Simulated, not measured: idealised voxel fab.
Documented hereafter: the process module known as voxel fin reveal.
Cross-section cut spans 245 nm and uses square cells 5 nm in size.
If you're reading a cross-section in this doc, picture square cells in a grid; it comes to you as bands, top ones listed first down to the bottom, and a band can be one or more rows of cells.
Top, bottom (nm), then materials left to right with widths (nm); lone material tagged "edge to edge" fills the whole band edge to edge; "air" = empty space.
Heads up on the height convention: 0 is the point under which the incoming wafer is all one material, and the lowest band has no bottom, it just keeps going down, like "0 and below".
Graded width ("30..40"): value in top row of band = first number; value in bottom row = second number; row-to-row change constant.
"remained the same", as given for a step, is the statement that not any cell of the cross-section underwent a change during that step.
What "Closed void listing" gives you is every empty space of 8 cells or more that is cut off from the top. Each appears as width x height at distance, with the distance taken from the left edge and width, height and distance all in nm.
Heads up: the bit after the settings on a step's line is the simulator's remark on that step.
When a step includes a mask, the "overlay nm" setting on its line states how far to the right of its planned place that mask lay, and negative values state how far to the left.

# Intended process steps
step 1: RECEIVE, material Si
step 2: CONFORMAL_DEP, material SiN, thk nm 10
step 3: PATTERN, tone cover, mask id FINS, material resist, width nm 15, pitch nm 40, thk nm 15, overlay nm 0
step 4: DIRECTIONAL_ETCH, etch materials SiN, depth nm 10
step 5: DIRECTIONAL_ETCH, etch materials Si, depth nm 40
step 6: STRIP, etch materials resist
step 7: OXIDIZE, depth nm 5
step 8: FILL_DEP, material SiO2, thk nm 10
step 9: CMP, height nm 10
step 10: SELECTIVE_ETCH, etch materials SiO2, depth nm 35
step 11: STRIP, etch materials SiN
step 12: CONFORMAL_DEP, material HfO2, thk nm 5

# Wafer cross-section on receipt, i.e. after step 1
* 0 and below | Si edge to edge
* Closed void listing: none

# Wafer cross-section at module end: first of two, run to plan
* 5 down to 0 | air: 75, then HfO2: 15, then air: 25, then HfO2: 15, then air: 25, then HfO2: 15, then air: 75
* 0 down to -20 | air: 75, then HfO2: 5, then Si: 5, then HfO2: 5, then air: 25, then HfO2: 5, then Si: 5, then HfO2: 5, then air: 25, then HfO2: 5, then Si: 5, then HfO2: 5, then air: 75
* -20 down to -25 | HfO2: 80, then Si: 5, then HfO2: 35, then Si: 5, then HfO2: 35, then Si: 5, then HfO2: 80
* -25 down to -45 | SiO2: 80, then Si: 5, then SiO2: 35, then Si: 5, then SiO2: 35, then Si: 5, then SiO2: 80
* -45 and below | Si edge to edge
* Closed void listing: none

# Wafer two, end of module, cross-section. Same start, same plan as wafer one. One mistake in the run
* 0 down to -25 | air: 80, then Si: 5, then air: 35, then Si: 5, then air: 35, then Si: 5, then air: 80
* -25 down to -45 | SiO2: 80, then Si: 5, then SiO2: 35, then Si: 5, then SiO2: 35, then Si: 5, then SiO2: 80
* -45 and below | Si edge to edge
* Closed void listing: none
Nonconformance to the process plan: heads up, step 12 of the plan was skipped and never actually ran
Per the end-of-run cell counts, the second wafer holds more or fewer of some materials than the first: -79 HfO2
